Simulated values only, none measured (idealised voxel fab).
Process module heading - voxel transistor to metal
cross-section cut | 155 nm wide | cells 5 nm
Cross-section, as written here: a square-cell grid given band by band from the top down, where a band holds one or more rows of cells.
The band entry comprises the height of the band's top followed by the height of its bottom, expressed in nm, and subsequently the band's materials from left to right, each stated together with its width in nm. Where a single material is marked with the word "everywhere", that material fills the band from edge to edge. The word "air" represents empty space.
Heights are expressed relative to 0, this being the level below which the as-received wafer comprises one material exclusively. The lowest band is unbounded in the downward direction and is denoted as in "z 0 and below".
A width given as "30..40" starts at the first number in the band's top row and ends at the second number in its bottom row, shifting by an equal amount at every step from row to row.
A step reported as "left unchanged" is a step in which no cell of the cross-section changed.
"Enclosed voids": sealed empty spaces, 8 cells or more, no open way to top, listed width x height at distance, with distance from the left edge and width, height and distance in nm.
after a step's settings: what the simulator itself notes on the step
A step line may carry the setting "overlay nm", which, for steps involving a mask, states the distance by which the mask lay to the right of its intended position; negative values denote displacement to the left.
# Below is the list of planned process steps
| 1 | RECEIVE | material Si |
| 2 | OXIDIZE | depth nm 5 |
| 3 | CONFORMAL_DEP | material SiN | thk nm 10 |
| 4 | MASKED_ETCH | tone cover | mask id ACTIVE | width nm 120 | etch materials SiN | depth nm 10 | overlay nm 0 |
| 5 | MASKED_ETCH | tone cover | mask id ACTIVE | width nm 120 | etch materials SiO2 | depth nm 5 | overlay nm 0 |
| 6 | MASKED_ETCH | tone cover | mask id ACTIVE | width nm 120 | etch materials Si | depth nm 20 | overlay nm 0 |
| 7 | FILL_DEP | material SiO2 | thk nm 15 |
| 8 | CMP | height nm 10 |
| 9 | SELECTIVE_ETCH | etch materials SiO2 | depth nm 10 |
| 10 | STRIP | etch materials SiN |
| 11 | SELECTIVE_ETCH | etch materials SiO2 | depth nm 5 |
| 12 | OXIDIZE | depth nm 5 |
| 13 | DIRECTIONAL_DEP | material polySi | thk nm 20 |
| 14 | DIRECTIONAL_DEP | material SiCN | thk nm 10 |
| 15 | MASKED_ETCH | tone cover | mask id GATE | width nm 30 | etch materials SiCN | depth nm 20 | overlay nm 0 |
| 16 | MASKED_ETCH | tone cover | mask id GATE | width nm 30 | etch materials polySi | depth nm 30 | overlay nm 0 |
| 17 | CONFORMAL_DEP | material SiN | thk nm 10 |
| 18 | DIRECTIONAL_ETCH | etch materials SiN | depth nm 10 |
| 19 | DIRECTIONAL_ETCH | etch materials SiO2 | depth nm 5 |
| 20 | EPI | material pSi | thk nm 5 |
| 21 | FILL_DEP | material SiO2 | thk nm 5 |
| 22 | CMP | height nm 15 |
| 23 | STRIP | etch materials polySi |
| 24 | SELECTIVE_ETCH | etch materials SiO2 | depth nm 5 |
| 25 | CONFORMAL_DEP | material HfO2 | thk nm 5 |
| 26 | CONFORMAL_DEP | material TiN | thk nm 5 |
| 27 | FILL_DEP | material W | thk nm 10 |
| 28 | CMP | height nm 10 |
| 29 | DIRECTIONAL_DEP | material SiO2 | thk nm 15 |
| 30 | PATTERN | tone open | mask id CONTACT | material resist | width nm 20 | pitch nm 80 | thk nm 15 | overlay nm 0 |
| 31 | DIRECTIONAL_ETCH | etch materials SiO2 | depth nm 30 |
| 32 | STRIP | etch materials resist |
| 33 | CONFORMAL_DEP | material TiN | thk nm 5 |
| 34 | FILL_DEP | material W | thk nm 5 |
| 35 | CMP | height nm 25 |
| 36 | DIRECTIONAL_DEP | material TiN | thk nm 5 |
| 37 | DIRECTIONAL_DEP | material Ru | thk nm 20 |
| 38 | PATTERN | tone cover | mask id METAL_1 | material resist | width nm 20 | pitch nm 80 | thk nm 15 | overlay nm 0 |
| 39 | DIRECTIONAL_ETCH | etch materials Ru | depth nm 20 |
| 40 | DIRECTIONAL_ETCH | etch materials TiN | depth nm 5 |
| 41 | STRIP | etch materials resist |
| 42 | FILL_DEP | material lowk | thk nm 5 |
| 43 | CMP | height nm 50 |
| 44 | CONFORMAL_DEP | material SiCN | thk nm 5 |
# Step 1 complete: cross-section of the wafer as received
* z 0 and below | Si everywhere
* Enclosed voids: none
# Starting structure and process plan are as shown above, but one mistake was made in running the module; the wafer cross-section at the end of the module follows
* z 55 to 50 | SiCN everywhere
* z 50 to 30 | 25 lowk, 20 Ru, 60 lowk, 20 Ru, 30 lowk
* z 30 to 25 | 25 lowk, 20 TiN, 60 lowk, 20 TiN, 30 lowk
* z 25 to 10 | 25 SiO2, 5 TiN, 10 W, 5 TiN, 60 SiO2, 5 TiN, 10 W, 5 TiN, 30 SiO2
* z 10 to 0 | 25 SiO2, 5 TiN, 10 W, 5 TiN, 5 SiO2, 10 SiN, 10 TiN, 10 W, 10 TiN, 10 SiN, 5 SiO2, 5 TiN, 10 W, 5 TiN, 30 SiO2
* z 0 to -5 | 25 SiO2, 20 TiN, 5 SiO2, 10 SiN, 30 TiN, 10 SiN, 5 SiO2, 20 TiN, 30 SiO2
* z -5 to -10 | 10 SiO2, 40 pSi, 5 SiO2, 40 TiN, 5 SiO2, 40 pSi, 15 SiO2
* z -10 to -25 | 15 SiO2, 120 Si, 20 SiO2
* z -25 and below | Si everywhere
* Enclosed voids: none
Error vs. plan: in deviation from the planned setting, step 25 was conducted as CONFORMAL_DEP | material TiN | thk nm 5
